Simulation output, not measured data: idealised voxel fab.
Process module heading - voxel capacitor over wiring
Square cell edge 5 nm, section width 190 nm, ID cut.
The cross-sections in this document take the form of a grid made of square cells. They are written out as bands, in order from top to bottom. Each band consists of one or more rows of cells.
Band: top and bottom heights (nm) first, top before bottom; then materials from left to right, widths in nm. "all across" marks a sole material filling the band edge to edge. "empty" denotes empty space.
We count height from 0. Below that, the starting wafer is all one material. The lowest band never ends at the bottom but goes on down; see "z 0 and below" for how that is written.
The width entry "30..40" should be interpreted row by row: the top row of cells in the band takes the first number, the bottom row takes the second number, and the change between adjacent rows is uniform throughout.
A step reported as "identical to before" is a step in which no cell of the cross-section changed.
For the entry "Closed-off voids", the listed items are empty spaces with no open way to the top whose size is 8 cells or more; each item follows the pattern width x height at distance, where distance is from the left edge and all three are in nm.
What comes after the settings on a step's line is commentary from the simulator itself on that step.
The "overlay nm" setting may appear on a step's line; for a step that uses a mask, it gives how far to the right of its planned position the mask lay, and a negative value indicates the left.
Before/after cross-section pairs, one process step each; after shown to lowest changed band; step and settings beneath. Pairs may be from different runs of this module on the same starting wafer; a pair continues from the one above only where its "Structure before processing" entry says so.

**Structure before processing**
	z 70 to 60: empty (55); TiN (55); empty (80)
	z 60 to 55: empty (55); HfO2 (55); empty (80)
	z 55 to 50: TiN all across
	z 50 to 40: SiO2 (55); TiN (5); Cu (5); TiN (5); SiO2 (120)
	z 40 to 35: SiCN (55); TiN (15); SiCN (120)
	z 35 to 30: SiCN (35); Ru (40); SiCN (40); Ru (40); SiCN (35)
	z 30 to 15: SiO2 (40); TiN (5); Ru (20); TiN (5); SiO2 (50); TiN (5); Ru (20); TiN (5); SiO2 (40)
	z 15 to 10: SiN (40); TiN (30); SiN (50); TiN (30); SiN (40)
	z 10 to 0: SiO2 all across
	z 0 and below: Si all across
	Closed-off voids: none

**Section After Processing**
	z 85 to 70: empty (55); resist (55); empty (80)
	Unchanged below 70.
	Closed-off voids: none
So what happened between those two cross-sections up there? PATTERN,tone cover,mask id LOWER_PLATE,material resist,width nm 55,thk nm 15,overlay nm 0

Structure before processing: The structure entering this step is exactly what the pair just above shows after its step.

**Section After Processing**
	z 85 to 70: empty (55); resist (55); empty (80)
	z 70 to 60: empty (55); TiN (55); empty (80)
	z 60 to 55: empty (55); HfO2 (55); empty (80)
	z 55 to 50: empty (55); TiN (55); empty (80)
	Unchanged below 50.
	Closed-off voids: none
So what happened between those two cross-sections up there? DIRECTIONAL_ETCH,etch materials TiN,depth nm 5

Structure before processing: The structure entering this step is exactly what the pair just above shows after its step.

**Section After Processing**
	z 70 to 60: empty (55); TiN (55); empty (80)
	Unchanged below 60.
	Closed-off voids: none
So what happened between those two cross-sections up there? STRIP,etch materials resist

Structure before processing: The structure entering this step is exactly what the pair just above shows after its step.

**Section After Processing**
	z 90 to 70: SiO2 all across
	z 70 to 60: SiO2 (55); TiN (55); SiO2 (80)
	z 60 to 55: SiO2 (55); HfO2 (55); SiO2 (80)
	z 55 to 50: SiO2 (55); TiN (55); SiO2 (80)
	Unchanged below 50.
	Closed-off voids: none
So what happened between those two cross-sections up there? FILL_DEP,material SiO2,thk nm 20

Structure before processing: The structure entering this step is exactly what the pair just above shows after its step.

**Section After Processing**
	z 85 to 70: SiO2 all across
	Unchanged below 70.
	Closed-off voids: none
So what happened between those two cross-sections up there? CMP,height nm 85

Structure before processing: The structure entering this step is exactly what the pair just above shows after its step.

**Section After Processing**
	z 85 to 70: SiO2 (65); empty (15); SiO2 (110)
	Unchanged below 70.
	Closed-off voids: none
So what happened between those two cross-sections up there? MASKED_ETCH,tone open,mask id PLUG_2,width nm 15,etch materials SiO2,depth nm 15,overlay nm 0

Structure before processing: The structure entering this step is exactly what the pair just above shows after its step.

**Section After Processing**
	z 90 to 85: TiN (70); empty (5); TiN (115)
	z 85 to 75: SiO2 (65); TiN (5); empty (5); TiN (5); SiO2 (110)
	z 75 to 70: SiO2 (65); TiN (15); SiO2 (110)
	Unchanged below 70.
	Closed-off voids: none
So what happened between those two cross-sections up there? CONFORMAL_DEP,material TiN,thk nm 5

Structure before processing: The structure entering this step is exactly what the pair just above shows after its step.

**Section After Processing**
	z 95 to 90: W all across
	z 90 to 85: TiN (70); W (5); TiN (115)
	z 85 to 75: SiO2 (65); TiN (5); W (5); TiN (5); SiO2 (110)
	Unchanged below 75.
	Closed-off voids: none
So what happened between those two cross-sections up there? FILL_DEP,material W,thk nm 5

Structure before processing: The structure entering this step is exactly what the pair just above shows after its step.

**Section After Processing**
	z 85 to 75: SiO2 (65); TiN (5); W (5); TiN (5); SiO2 (110)
	Unchanged below 75.
	Closed-off voids: none
So what happened between those two cross-sections up there? CMP,height nm 85

Structure before processing: The structure entering this step is exactly what the pair just above shows after its step.

**Section After Processing**
	z 90 to 85: SiCN all across
	Unchanged below 85.
	Closed-off voids: none
So what happened between those two cross-sections up there? CONFORMAL_DEP,material SiCN,thk nm 5

**Structure before processing**
	z 85 to 70: SiO2 all across
	z 70 to 60: SiO2 (55); TiN (55); SiO2 (80)
	z 60 to 55: SiO2 (55); HfO2 (55); SiO2 (80)
	z 55 to 50: SiO2 (50); TiN (65); SiO2 (75)
	z 50 to 40: SiO2 (55); TiN (5); Cu (5); TiN (5); SiO2 (120)
	z 40 to 35: SiCN (55); TiN (15); SiCN (120)
	z 35 to 30: SiCN (35); Ru (40); SiCN (40); Ru (40); SiCN (35)
	z 30 to 15: SiO2 (40); TiN (5); Ru (20); TiN (5); SiO2 (50); TiN (5); Ru (20); TiN (5); SiO2 (40)
	z 15 to 10: SiN (40); TiN (30); SiN (50); TiN (30); SiN (40)
	z 10 to 0: SiO2 all across
	z 0 and below: Si all across
	Closed-off voids: none

**Section After Processing**
	z 85 to 70: SiO2 (60); empty (15); SiO2 (115)
	Unchanged below 70.
	Closed-off voids: none
So what happened between those two cross-sections up there? MASKED_ETCH,tone open,mask id PLUG_2,width nm 15,etch materials SiO2,depth nm 15,overlay nm -5

Structure before processing: The structure entering this step is exactly what the pair just above shows after its step.

**Section After Processing**
	z 90 to 85: TiN (65); empty (5); TiN (120)
	z 85 to 75: SiO2 (60); TiN (5); empty (5); TiN (5); SiO2 (115)
	z 75 to 70: SiO2 (60); TiN (15); SiO2 (115)
	Unchanged below 70.
	Closed-off voids: none
So what happened between those two cross-sections up there? CONFORMAL_DEP,material TiN,thk nm 5

Structure before processing: The structure entering this step is exactly what the pair just above shows after its step.

**Section After Processing**
	z 95 to 90: W all across
	z 90 to 85: TiN (65); W (5); TiN (120)
	z 85 to 75: SiO2 (60); TiN (5); W (5); TiN (5); SiO2 (115)
	Unchanged below 75.
	Closed-off voids: none
So what happened between those two cross-sections up there? FILL_DEP,material W,thk nm 5

Structure before processing: The structure entering this step is exactly what the pair just above shows after its step.

**Section After Processing**
	z 85 to 75: SiO2 (60); TiN (5); W (5); TiN (5); SiO2 (115)
	Unchanged below 75.
	Closed-off voids: none
So what happened between those two cross-sections up there? CMP,height nm 85

Structure before processing: The structure entering this step is exactly what the pair just above shows after its step.

**Section After Processing**
	z 90 to 85: SiCN all across
	Unchanged below 85.
	Closed-off voids: none
So what happened between those two cross-sections up there? CONFORMAL_DEP,material SiCN,thk nm 5

**Structure before processing**
	z 15 to 10: SiN all across
	z 10 to 0: SiO2 all across
	z 0 and below: Si all across
	Closed-off voids: none

**Section After Processing**
	z 30 to 15: Ru all across
	Unchanged below 15.
	Closed-off voids: none
So what happened between those two cross-sections up there? DIRECTIONAL_DEP,material Ru,thk nm 15

Structure before processing: The structure entering this step is exactly what the pair just above shows after its step.

**Section After Processing**
	z 40 to 30: aC all across
	Unchanged below 30.
	Closed-off voids: none
So what happened between those two cross-sections up there? DIRECTIONAL_DEP,material aC,thk nm 10

Structure before processing: The structure entering this step is exactly what the pair just above shows after its step.

**Section After Processing**
	z 70 to 40: resist (40); empty (30); resist (50); empty (30); resist (40)
	Unchanged below 40.
	Closed-off voids: none
So what happened between those two cross-sections up there? PATTERN,tone open,mask id METAL_1,material resist,width nm 30,pitch nm 80,thk nm 30,overlay nm 0

Structure before processing: The structure entering this step is exactly what the pair just above shows after its step.

**Section After Processing**
	z 60 to 40: resist (40); empty (30); resist (50); empty (30); resist (40)
	z 40 to 30: aC (40); empty (30); aC (50); empty (30); aC (40)
	Unchanged below 30.
	Closed-off voids: none
So what happened between those two cross-sections up there? DIRECTIONAL_ETCH,etch materials aC,depth nm 10

Structure before processing: The structure entering this step is exactly what the pair just above shows after its step.

**Section After Processing**
	z 40 to 30: aC (40); empty (30); aC (50); empty (30); aC (40)
	Unchanged below 30.
	Closed-off voids: none
So what happened between those two cross-sections up there? STRIP,etch materials resist

Structure before processing: The structure entering this step is exactly what the pair just above shows after its step.

**Section After Processing**
	z 30 to 15: Ru all across
	Unchanged below 15.
	Closed-off voids: none
So what happened between those two cross-sections up there? STRIP,etch materials aC

Structure before processing: The structure entering this step is exactly what the pair just above shows after its step.

**Section After Processing**
	z 35 to 30: TiN all across
	Unchanged below 30.
	Closed-off voids: none
So what happened between those two cross-sections up there? CONFORMAL_DEP,material TiN,thk nm 5

Structure before processing: The structure entering this step is exactly what the pair just above shows after its step.

**Section After Processing**
	z 45 to 35: Ru all across
	Unchanged below 35.
	Closed-off voids: none
So what happened between those two cross-sections up there? FILL_DEP,material Ru,thk nm 10

Structure before processing: The structure entering this step is exactly what the pair just above shows after its step.

**Section After Processing**
	z 30 to 15: Ru all across
	Unchanged below 15.
	Closed-off voids: none
So what happened between those two cross-sections up there? CMP,height nm 30

Structure before processing: The structure entering this step is exactly what the pair just above shows after its step.

**Section After Processing**
	z 35 to 15: Ru all across
	Unchanged below 15.
	Closed-off voids: none
So what happened between those two cross-sections up there? EPI,material Ru,thk nm 5

Structure before processing: The structure entering this step is exactly what the pair just above shows after its step.

**Section After Processing**
	z 40 to 35: SiCN all across
	Unchanged below 35.
	Closed-off voids: none
So what happened between those two cross-sections up there? FILL_DEP,material SiCN,thk nm 5

Structure before processing: The structure entering this step is exactly what the pair just above shows after its step.

**Section After Processing**
	z 50 to 40: SiO2 all across
	Unchanged below 40.
	Closed-off voids: none
So what happened between those two cross-sections up there? DIRECTIONAL_DEP,material SiO2,thk nm 10

Structure before processing: The structure entering this step is exactly what the pair just above shows after its step.

**Section After Processing**
	z 50 to 40: SiO2 (55); empty (15); SiO2 (120)
	Unchanged below 40.
	Closed-off voids: none
So what happened between those two cross-sections up there? MASKED_ETCH,tone open,mask id PLUG_1,width nm 15,etch materials SiO2,depth nm 10,overlay nm 0

Structure before processing: The structure entering this step is exactly what the pair just above shows after its step.

**Section After Processing**
	z 50 to 40: SiO2 (55); empty (15); SiO2 (120)
	z 40 to 35: SiCN (55); empty (15); SiCN (120)
	Unchanged below 35.
	Closed-off voids: none
So what happened between those two cross-sections up there? MASKED_ETCH,tone open,mask id PLUG_1,width nm 15,etch materials SiCN,depth nm 5,overlay nm 0

Structure before processing: The structure entering this step is exactly what the pair just above shows after its step.

**Section After Processing**
	z 55 to 50: TiN (60); empty (5); TiN (125)
	z 50 to 40: SiO2 (55); TiN (5); empty (5); TiN (5); SiO2 (120)
	z 40 to 35: SiCN (55); TiN (15); SiCN (120)
	Unchanged below 35.
	Closed-off voids: none
So what happened between those two cross-sections up there? CONFORMAL_DEP,material TiN,thk nm 5

Structure before processing: The structure entering this step is exactly what the pair just above shows after its step.

**Section After Processing**
	z 60 to 55: Cu all across
	z 55 to 50: TiN (60); Cu (5); TiN (125)
	z 50 to 40: SiO2 (55); TiN (5); Cu (5); TiN (5); SiO2 (120)
	Unchanged below 40.
	Closed-off voids: none
So what happened between those two cross-sections up there? FILL_DEP,material Cu,thk nm 5

Structure before processing: The structure entering this step is exactly what the pair just above shows after its step.

**Section After Processing**
	z 50 to 40: SiO2 (55); TiN (5); Cu (5); TiN (5); SiO2 (120)
	Unchanged below 40.
	Closed-off voids: none
So what happened between those two cross-sections up there? CMP,height nm 50

Structure before processing: The structure entering this step is exactly what the pair just above shows after its step.

**Section After Processing**
	z 55 to 50: TiN all across
	Unchanged below 50.
	Closed-off voids: none
So what happened between those two cross-sections up there? DIRECTIONAL_DEP,material TiN,thk nm 5

Structure before processing: The structure entering this step is exactly what the pair just above shows after its step.

**Section After Processing**
	z 60 to 55: HfO2 all across
	Unchanged below 55.
	Closed-off voids: none
So what happened between those two cross-sections up there? DIRECTIONAL_DEP,material HfO2,thk nm 5

Structure before processing: The structure entering this step is exactly what the pair just above shows after its step.

**Section After Processing**
	z 70 to 60: TiN all across
	Unchanged below 60.
	Closed-off voids: none
So what happened between those two cross-sections up there? DIRECTIONAL_DEP,material TiN,thk nm 10

Structure before processing: The structure entering this step is exactly what the pair just above shows after its step.

**Section After Processing**
	z 85 to 70: aC all across
	Unchanged below 70.
	Closed-off voids: none
So what happened between those two cross-sections up there? DIRECTIONAL_DEP,material aC,thk nm 15

Structure before processing: The structure entering this step is exactly what the pair just above shows after its step.

**Section After Processing**
	z 115 to 85: empty (55); resist (55); empty (80)
	Unchanged below 85.
	Closed-off voids: none
So what happened between those two cross-sections up there? PATTERN,tone cover,mask id UPPER_PLATE,material resist,width nm 55,thk nm 30,overlay nm 0

Structure before processing: The structure entering this step is exactly what the pair just above shows after its step.

**Section After Processing**
	z 100 to 85: empty (55); resist (55); empty (80)
	z 85 to 70: empty (55); aC (55); empty (80)
	Unchanged below 70.
	Closed-off voids: none
So what happened between those two cross-sections up there? DIRECTIONAL_ETCH,etch materials aC,depth nm 15

Structure before processing: The structure entering this step is exactly what the pair just above shows after its step.

**Section After Processing**
	z 85 to 70: empty (55); aC (55); empty (80)
	Unchanged below 70.
	Closed-off voids: none
So what happened between those two cross-sections up there? STRIP,etch materials resist

Structure before processing: The structure entering this step is exactly what the pair just above shows after its step.

**Section After Processing**
	z 85 to 70: empty (55); aC (55); empty (80)
	z 70 to 60: empty (55); TiN (55); empty (80)
	Unchanged below 60.
	Closed-off voids: none
So what happened between those two cross-sections up there? DIRECTIONAL_ETCH,etch materials TiN,depth nm 10

Structure before processing: The structure entering this step is exactly what the pair just above shows after its step.

**Section After Processing**
	z 85 to 70: empty (55); aC (55); empty (80)
	z 70 to 60: empty (55); TiN (55); empty (80)
	z 60 to 55: empty (55); HfO2 (55); empty (80)
	Unchanged below 55.
	Closed-off voids: none
So what happened between those two cross-sections up there? DIRECTIONAL_ETCH,etch materials HfO2,depth nm 5

Structure before processing: The structure entering this step is exactly what the pair just above shows after its step.

**Section After Processing**
	z 70 to 60: empty (55); TiN (55); empty (80)
	Unchanged below 60.
	Closed-off voids: none
So what happened between those two cross-sections up there? STRIP,etch materials aC

Structure before processing: The structure entering this step is exactly what the pair just above shows after its step.

**Section After Processing**
	z 85 to 70: empty (50); resist (65); empty (75)
	z 70 to 60: empty (50); resist (5); TiN (55); resist (5); empty (75)
	z 60 to 55: empty (50); resist (5); HfO2 (55); resist (5); empty (75)
	Unchanged below 55.
	Closed-off voids: none
So what happened between those two cross-sections up there? PATTERN,tone cover,mask id LOWER_PLATE,material resist,width nm 65,thk nm 15,overlay nm 0

Structure before processing: The structure entering this step is exactly what the pair just above shows after its step.

**Section After Processing**
	z 85 to 70: empty (50); resist (65); empty (75)
	z 70 to 60: empty (50); resist (5); TiN (55); resist (5); empty (75)
	z 60 to 55: empty (50); resist (5); HfO2 (55); resist (5); empty (75)
	z 55 to 50: empty (50); TiN (65); empty (75)
	Unchanged below 50.
	Closed-off voids: none
So what happened between those two cross-sections up there? DIRECTIONAL_ETCH,etch materials TiN,depth nm 5

Structure before processing: The structure entering this step is exactly what the pair just above shows after its step.

**Section After Processing**
	z 70 to 60: empty (55); TiN (55); empty (80)
	z 60 to 55: empty (55); HfO2 (55); empty (80)
	Unchanged below 55.
	Closed-off voids: none
So what happened between those two cross-sections up there? STRIP,etch materials resist

Structure before processing: The structure entering this step is exactly what the pair just above shows after its step.

**Section After Processing**
	z 90 to 70: SiO2 all across
	z 70 to 60: SiO2 (55); TiN (55); SiO2 (80)
	z 60 to 55: SiO2 (55); HfO2 (55); SiO2 (80)
	z 55 to 50: SiO2 (50); TiN (65); SiO2 (75)
	Unchanged below 50.
	Closed-off voids: none
So what happened between those two cross-sections up there? FILL_DEP,material SiO2,thk nm 20

Structure before processing: The structure entering this step is exactly what the pair just above shows after its step.

**Section After Processing**
	z 85 to 70: SiO2 all across
	Unchanged below 70.
	Closed-off voids: none
So what happened between those two cross-sections up there? CMP,height nm 85

Structure before processing: The structure entering this step is exactly what the pair just above shows after its step.

**Section After Processing**
	z 85 to 70: SiO2 (65); empty (15); SiO2 (110)
	Unchanged below 70.
	Closed-off voids: none
So what happened between those two cross-sections up there? MASKED_ETCH,tone open,mask id PLUG_2,width nm 15,etch materials SiO2,depth nm 15,overlay nm 0

Structure before processing: The structure entering this step is exactly what the pair just above shows after its step.

**Section After Processing**
	z 90 to 85: TiN (70); empty (5); TiN (115)
	z 85 to 75: SiO2 (65); TiN (5); empty (5); TiN (5); SiO2 (110)
	z 75 to 70: SiO2 (65); TiN (15); SiO2 (110)
	Unchanged below 70.
	Closed-off voids: none
So what happened between those two cross-sections up there? CONFORMAL_DEP,material TiN,thk nm 5

Structure before processing: The structure entering this step is exactly what the pair just above shows after its step.

**Section After Processing**
	z 95 to 90: W all across
	z 90 to 85: TiN (70); W (5); TiN (115)
	z 85 to 75: SiO2 (65); TiN (5); W (5); TiN (5); SiO2 (110)
	Unchanged below 75.
	Closed-off voids: none
So what happened between those two cross-sections up there? FILL_DEP,material W,thk nm 5

Structure before processing: The structure entering this step is exactly what the pair just above shows after its step.

**Section After Processing**
	z 85 to 75: SiO2 (65); TiN (5); W (5); TiN (5); SiO2 (110)
	Unchanged below 75.
	Closed-off voids: none
So what happened between those two cross-sections up there? CMP,height nm 85

Structure before processing: The structure entering this step is exactly what the pair just above shows after its step.

**Section After Processing**
	z 90 to 85: SiCN all across
	Unchanged below 85.
	Closed-off voids: none
So what happened between those two cross-sections up there? CONFORMAL_DEP,material SiCN,thk nm 5

**Structure before processing**
	z 85 to 70: aC all across
	z 70 to 60: TiN all across
	z 60 to 55: HfO2 all across
	z 55 to 50: TiN all across
	z 50 to 40: SiO2 (55); TiN (5); Cu (5); TiN (5); SiO2 (120)
	z 40 to 35: SiCN (55); TiN (15); SiCN (120)
	z 35 to 30: SiCN (35); Ru (40); SiCN (40); Ru (40); SiCN (35)
	z 30 to 15: SiO2 (40); TiN (5); Ru (20); TiN (5); SiO2 (50); TiN (5); Ru (20); TiN (5); SiO2 (40)
	z 15 to 10: SiN (40); TiN (30); SiN (50); TiN (30); SiN (40)
	z 10 to 0: SiO2 all across
	z 0 and below: Si all across
	Closed-off voids: none

**Section After Processing**
	z 115 to 85: resist (55); empty (55); resist (80)
	Unchanged below 85.
	Closed-off voids: none
So what happened between those two cross-sections up there? PATTERN,tone open,mask id UPPER_PLATE,material resist,width nm 55,thk nm 30,overlay nm 0

Structure before processing: The structure entering this step is exactly what the pair just above shows after its step.

**Section After Processing**
	z 100 to 85: resist (55); empty (55); resist (80)
	z 85 to 70: aC (55); empty (55); aC (80)
	Unchanged below 70.
	Closed-off voids: none
So what happened between those two cross-sections up there? DIRECTIONAL_ETCH,etch materials aC,depth nm 15

Structure before processing: The structure entering this step is exactly what the pair just above shows after its step.

**Section After Processing**
	z 85 to 70: aC (55); empty (55); aC (80)
	Unchanged below 70.
	Closed-off voids: none
So what happened between those two cross-sections up there? STRIP,etch materials resist

Structure before processing: The structure entering this step is exactly what the pair just above shows after its step.

**Section After Processing**
	z 85 to 70: aC (55); empty (55); aC (80)
	z 70 to 60: TiN (55); empty (55); TiN (80)
	Unchanged below 60.
	Closed-off voids: none
So what happened between those two cross-sections up there? DIRECTIONAL_ETCH,etch materials TiN,depth nm 10

Structure before processing: The structure entering this step is exactly what the pair just above shows after its step.

**Section After Processing**
	z 85 to 70: aC (55); empty (55); aC (80)
	z 70 to 60: TiN (55); empty (55); TiN (80)
	z 60 to 55: HfO2 (55); empty (55); HfO2 (80)
	Unchanged below 55.
	Closed-off voids: none
So what happened between those two cross-sections up there? DIRECTIONAL_ETCH,etch materials HfO2,depth nm 5

Structure before processing: The structure entering this step is exactly what the pair just above shows after its step.

**Section After Processing**
	z 70 to 60: TiN (55); empty (55); TiN (80)
	Unchanged below 60.
	Closed-off voids: none
So what happened between those two cross-sections up there? STRIP,etch materials aC

Structure before processing: The structure entering this step is exactly what the pair just above shows after its step.

**Section After Processing**
	z 85 to 70: empty (50); resist (65); empty (75)
	z 70 to 60: TiN (55); resist (55); TiN (80)
	z 60 to 55: HfO2 (55); resist (55); HfO2 (80)
	Unchanged below 55.
	Closed-off voids: none
So what happened between those two cross-sections up there? PATTERN,tone cover,mask id LOWER_PLATE,material resist,width nm 65,thk nm 15,overlay nm 0

Structure before processing: The structure entering this step is exactly what the pair just above shows after its step.

**Section After Processing**
	z 85 to 70: empty (50); resist (65); empty (75)
	z 70 to 65: empty (50); TiN (5); resist (55); TiN (5); empty (75)
	Unchanged below 65.
	Closed-off voids: none
So what happened between those two cross-sections up there? DIRECTIONAL_ETCH,etch materials TiN,depth nm 5

Structure before processing: The structure entering this step is exactly what the pair just above shows after its step.

**Section After Processing**
	z 70 to 65: empty (50); TiN (5); empty (55); TiN (5); empty (75)
	z 65 to 60: TiN (55); empty (55); TiN (80)
	z 60 to 55: HfO2 (55); empty (55); HfO2 (80)
	Unchanged below 55.
	Closed-off voids: none
So what happened between those two cross-sections up there? STRIP,etch materials resist

Structure before processing: The structure entering this step is exactly what the pair just above shows after its step.

**Section After Processing**
	z 90 to 70: SiO2 all across
	z 70 to 65: SiO2 (50); TiN (5); SiO2 (55); TiN (5); SiO2 (75)
	z 65 to 60: TiN (55); SiO2 (55); TiN (80)
	z 60 to 55: HfO2 (55); SiO2 (55); HfO2 (80)
	Unchanged below 55.
	Closed-off voids: none
So what happened between those two cross-sections up there? FILL_DEP,material SiO2,thk nm 20

Structure before processing: The structure entering this step is exactly what the pair just above shows after its step.

**Section After Processing**
	z 85 to 70: SiO2 all across
	Unchanged below 70.
	Closed-off voids: none
So what happened between those two cross-sections up there? CMP,height nm 85

Structure before processing: The structure entering this step is exactly what the pair just above shows after its step.

**Section After Processing**
	z 85 to 70: SiO2 (65); empty (15); SiO2 (110)
	Unchanged below 70.
	Closed-off voids: none
So what happened between those two cross-sections up there? MASKED_ETCH,tone open,mask id PLUG_2,width nm 15,etch materials SiO2,depth nm 15,overlay nm 0

Structure before processing: The structure entering this step is exactly what the pair just above shows after its step.

**Section After Processing**
	z 90 to 85: TiN (70); empty (5); TiN (115)
	z 85 to 75: SiO2 (65); TiN (5); empty (5); TiN (5); SiO2 (110)
	z 75 to 70: SiO2 (65); TiN (15); SiO2 (110)
	Unchanged below 70.
	Closed-off voids: none
So what happened between those two cross-sections up there? CONFORMAL_DEP,material TiN,thk nm 5

Structure before processing: The structure entering this step is exactly what the pair just above shows after its step.

**Section After Processing**
	z 95 to 90: W all across
	z 90 to 85: TiN (70); W (5); TiN (115)
	z 85 to 75: SiO2 (65); TiN (5); W (5); TiN (5); SiO2 (110)
	Unchanged below 75.
	Closed-off voids: none
So what happened between those two cross-sections up there? FILL_DEP,material W,thk nm 5

Structure before processing: The structure entering this step is exactly what the pair just above shows after its step.

**Section After Processing**
	z 85 to 75: SiO2 (65); TiN (5); W (5); TiN (5); SiO2 (110)
	Unchanged below 75.
	Closed-off voids: none
So what happened between those two cross-sections up there? CMP,height nm 85

Structure before processing: The structure entering this step is exactly what the pair just above shows after its step.

**Section After Processing**
	z 90 to 85: SiCN all across
	Unchanged below 85.
	Closed-off voids: none
So what happened between those two cross-sections up there? CONFORMAL_DEP,material SiCN,thk nm 5
